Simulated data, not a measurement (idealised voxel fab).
Module name: voxel lift off (process module)
Section shown: cut. Width: 300 nm. Cell size: 5 nm, square.
In this document a cross-section is written as a grid of square cells. It is given as a series of bands, listed from the top down, and a band is one or more rows of cells.
Band: top height; bottom height; in nm. Then, left to right: material with width in nm, for each material. "all across": a single material spanning edge to edge. "blank": empty space.
Heads up on the height convention: 0 is the point under which the incoming wafer is all one material, and the lowest band has no bottom, it just keeps going down, like "0 and below".
So if you see something like "30 to 40" for the width, read it as the top row of the band sitting at the first number and the bottom row at the second, with every row in between moving by the same amount as the last.
You'll sometimes find "no modifications" written for a step, and that's the way of saying that nowhere in the cross-section did a cell change during that step.
The list in "Enclosed void inventory" covers empty spaces of 8 cells or more that cannot reach the top through any open way, and it gives each as width x height at distance; the distance is from the left edge, and width, height and distance are in nm.
It should be noted that, on the line of a given step, the content following the step's settings is a remark produced by the simulator itself with respect to that step.
Each step line may optionally specify "overlay nm", which for a step with a mask gives the rightward distance between the mask's planned place and where it lay, a negative value indicating the leftward direction.
-- Planned step list for the process
1,RECEIVE (material Si)
2,CONFORMAL_DEP (material SiN; thk nm 10)
3,PATTERN (tone open; mask id LINES; material resist; width nm 25; pitch nm 45; thk nm 15; overlay nm 0)
4,DIRECTIONAL_DEP (material Ru; thk nm 5)
5,STRIP (etch materials resist)
6,CONFORMAL_DEP (material SiCN; thk nm 5)
-- Incoming wafer, cross-sectional view, post step 1
    0 and below = Si all across
    Enclosed void inventory: none
-- Wafer cross-section at module end: first of two, run to plan
    20 down to 15 = 65 blank, 35 SiCN, 10 blank, 35 SiCN, 10 blank, 35 SiCN, 10 blank, 35 SiCN, 65 blank
    15 down to 10 = 70 SiCN, 25 Ru, 20 SiCN, 25 Ru, 20 SiCN, 25 Ru, 20 SiCN, 25 Ru, 70 SiCN
    10 down to 0 = SiN all across
    0 and below = Si all across
    Enclosed void inventory: none
-- Now the second wafer, cross-sectioned at the end of the module. Nothing different at the start, nothing different in the plan compared with the first, just one mistake when it was actually run
    10 down to 5 = 65 blank, 35 SiCN, 10 blank, 35 SiCN, 10 blank, 35 SiCN, 10 blank, 35 SiCN, 65 blank
    5 down to 0 = 70 SiCN, 25 Ru, 20 SiCN, 25 Ru, 20 SiCN, 25 Ru, 20 SiCN, 25 Ru, 70 SiCN
    0 and below = Si all across
    Enclosed void inventory: none
Here's what went sideways: no execution of plan step 2; skipped
Materials where the second wafer ends with more or fewer cells than the first: SiN: 120 fewer
